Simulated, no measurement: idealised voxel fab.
process module | voxel wiring stack
cross-section cut | 270 nm wide | cells 5 nm
A cross-section is a grid of square cells, given in bands from the top down. A band is one or more rows of cells.
Each band's line starts with the height of the band's top and of its bottom, in nm. Then come its materials from left to right, each with its width in nm. One material with "throughout" fills the band from edge to edge. "air" is empty space.
Height 0 is the level under which the wafer as received is all one material. The lowest band goes on downwards, as in "0 down".
A width such as "30 to 40" changes by the same amount from each row of cells to the next, from the band's top row to its bottom row.
"no change" after a step means that no cell of the cross-section changed.
closed voids: empty space of 8 cells or more with no open way to the top, each as width x height at its distance from the left edge, in nm
after a step's settings: what the simulator itself notes on the step
overlay nm, on a step with a mask: how far to the right of its planned place the mask lay; to the left if negative
plan
1 op RECEIVE | material Si
2 op CONFORMAL_DEP | material SiO2 | thk nm 10
3 op DIRECTIONAL_DEP | material TiN | thk nm 5
4 op DIRECTIONAL_DEP | material W | thk nm 20
5 op MASKED_ETCH | tone cover | mask id METAL_1 | width nm 25 | pitch nm 55 | etch materials W | depth nm 20 | overlay nm 0
6 op MASKED_ETCH | tone cover | mask id METAL_1 | width nm 25 | pitch nm 55 | etch materials TiN | depth nm 5 | overlay nm -15
7 op CONFORMAL_DEP | material SiCN | thk nm 5
8 op FILL_DEP | material SiO2 | thk nm 5
9 op CMP | height nm 35
10 op CONFORMAL_DEP | material SiCN | thk nm 5
11 op DIRECTIONAL_DEP | material lowk | thk nm 15
12 op DIRECTIONAL_DEP | material aC | thk nm 15
13 op PATTERN | tone open | mask id PLUG_1 | material resist | width nm 15 | pitch nm 55 | thk nm 30 | overlay nm 0
14 op DIRECTIONAL_ETCH | etch materials aC | depth nm 15
15 op STRIP | etch materials resist
16 op DIRECTIONAL_ETCH | etch materials lowk | depth nm 15
17 op DIRECTIONAL_ETCH | etch materials SiCN | depth nm 5
18 op STRIP | etch materials aC
19 op CONFORMAL_DEP | material TiN | thk nm 5
20 op FILL_DEP | material Cu | thk nm 10
21 op CMP | height nm 55
22 op DIRECTIONAL_DEP | material TiN | thk nm 5
23 op DIRECTIONAL_DEP | material Ru | thk nm 20
24 op DIRECTIONAL_DEP | material aC | thk nm 15
25 op PATTERN | tone cover | mask id METAL_2 | material resist | width nm 25 | pitch nm 55 | thk nm 35 | overlay nm 0
26 op DIRECTIONAL_ETCH | etch materials aC | depth nm 15
27 op STRIP | etch materials resist
28 op DIRECTIONAL_ETCH | etch materials Ru | depth nm 20
29 op DIRECTIONAL_ETCH | etch materials TiN | depth nm 5
30 op STRIP | etch materials aC
31 op FILL_DEP | material SiO2 | thk nm 5
32 op CMP | height nm 80
33 op CONFORMAL_DEP | material SiCN | thk nm 5
34 op DIRECTIONAL_DEP | material lowk | thk nm 30
35 op PATTERN | tone open | mask id METAL_3 | material resist | width nm 25 | pitch nm 55 | thk nm 20 | overlay nm 0
36 op DIRECTIONAL_ETCH | etch materials lowk | depth nm 15
37 op STRIP | etch materials resist
38 op DIRECTIONAL_DEP | material aC | thk nm 15
39 op PATTERN | tone open | mask id METAL_3_HOLES | material resist | width nm 15 | thk nm 35 | overlay nm 0
40 op DIRECTIONAL_ETCH | etch materials aC | depth nm 15
41 op STRIP | etch materials resist
42 op DIRECTIONAL_ETCH | etch materials lowk | depth nm 15
43 op DIRECTIONAL_ETCH | etch materials SiCN | depth nm 5
44 op STRIP | etch materials aC
45 op CONFORMAL_DEP | material TiN | thk nm 5
46 op FILL_DEP | material Cu | thk nm 10
47 op CMP | height nm 115
48 op CONFORMAL_DEP | material SiN | thk nm 5
varied across the wafers: overlay nm of step 6. The plan shows the first wafer's value. All wafers start alike
first wafer as received, after step 1
  0 down: Si throughout
  closed voids: none
first wafer at the end, after step 48
  120 to 115: SiN throughout
  115 to 105: lowk 95 | TiN 5 | Cu 15 | TiN 5 | lowk 30 | TiN 5 | Cu 15 | TiN 5 | lowk 95
  105 to 100: lowk 95 | TiN 5 | Cu 5 | TiN 15 | lowk 30 | TiN 25 | lowk 95
  100 to 85: lowk 95 | TiN 5 | Cu 5 | TiN 5 | lowk 160
  85 to 80: SiCN 95 | TiN 15 | SiCN 160
  80 to 60: SiO2 95 | Ru 25 | SiO2 30 | Ru 25 | SiO2 95
  60 to 55: SiO2 95 | TiN 25 | SiO2 30 | TiN 25 | SiO2 95
  55 to 40: lowk 95 | TiN 5 | Cu 5 | TiN 5 | lowk 40 | TiN 5 | Cu 5 | TiN 5 | lowk 105
  40 to 35: SiCN 95 | TiN 15 | SiCN 40 | TiN 15 | SiCN 105
  35 to 20: SiO2 90 | SiCN 5 | W 25 | SiCN 5 | SiO2 20 | SiCN 5 | W 25 | SiCN 5 | SiO2 90
  20 to 15: SiO2 75 | SiCN 20 | W 25 | SiCN 5 | SiO2 5 | SiCN 20 | W 25 | SiCN 5 | SiO2 90
  15 to 10: SiCN 80 | TiN 40 | SiCN 15 | TiN 40 | SiCN 95
  10 to 0: SiO2 throughout
  0 down: Si throughout
  closed voids: none
last wafer at the end
  120 to 115: SiN throughout
  115 to 105: lowk 95 | TiN 5 | Cu 15 | TiN 5 | lowk 30 | TiN 5 | Cu 15 | TiN 5 | lowk 95
  105 to 100: lowk 95 | TiN 5 | Cu 5 | TiN 15 | lowk 30 | TiN 25 | lowk 95
  100 to 85: lowk 95 | TiN 5 | Cu 5 | TiN 5 | lowk 160
  85 to 80: SiCN 95 | TiN 15 | SiCN 160
  80 to 60: SiO2 95 | Ru 25 | SiO2 30 | Ru 25 | SiO2 95
  60 to 55: SiO2 95 | TiN 25 | SiO2 30 | TiN 25 | SiO2 95
  55 to 40: lowk 95 | TiN 5 | Cu 5 | TiN 5 | lowk 40 | TiN 5 | Cu 5 | TiN 5 | lowk 105
  40 to 35: SiCN 95 | TiN 15 | SiCN 40 | TiN 15 | SiCN 105
  35 to 20: SiO2 90 | SiCN 5 | W 25 | SiCN 5 | SiO2 20 | SiCN 5 | W 25 | SiCN 5 | SiO2 90
  20 to 15: SiO2 90 | SiCN 5 | W 25 | SiCN 20 | SiO2 5 | SiCN 5 | W 25 | SiCN 20 | SiO2 75
  15 to 10: SiCN 95 | TiN 40 | SiCN 15 | TiN 40 | SiCN 80
  10 to 0: SiO2 throughout
  0 down: Si throughout
  closed voids: none
each wafer at the end: cells of each material gained (+) or lost (-) since it was received, then its closed voids
overlay nm -15 | +22 Cu | +40 Ru | +159 SiCN | +54 SiN | +482 SiO2 | +70 TiN | +40 W | +429 lowk | closed voids: none
overlay nm -10 | +22 Cu | +40 Ru | +159 SiCN | +54 SiN | +484 SiO2 | +68 TiN | +40 W | +429 lowk | closed voids: none
overlay nm -5 | +22 Cu | +40 Ru | +159 SiCN | +54 SiN | +486 SiO2 | +66 TiN | +40 W | +429 lowk | closed voids: none
overlay nm 0 | +22 Cu | +40 Ru | +159 SiCN | +54 SiN | +488 SiO2 | +64 TiN | +40 W | +429 lowk | closed voids: none
overlay nm 5 | +22 Cu | +40 Ru | +159 SiCN | +54 SiN | +486 SiO2 | +66 TiN | +40 W | +429 lowk | closed voids: none
overlay nm 10 | +22 Cu | +40 Ru | +159 SiCN | +54 SiN | +484 SiO2 | +68 TiN | +40 W | +429 lowk | closed voids: none
overlay nm 15 | +22 Cu | +40 Ru | +159 SiCN | +54 SiN | +482 SiO2 | +70 TiN | +40 W | +429 lowk | closed voids: none
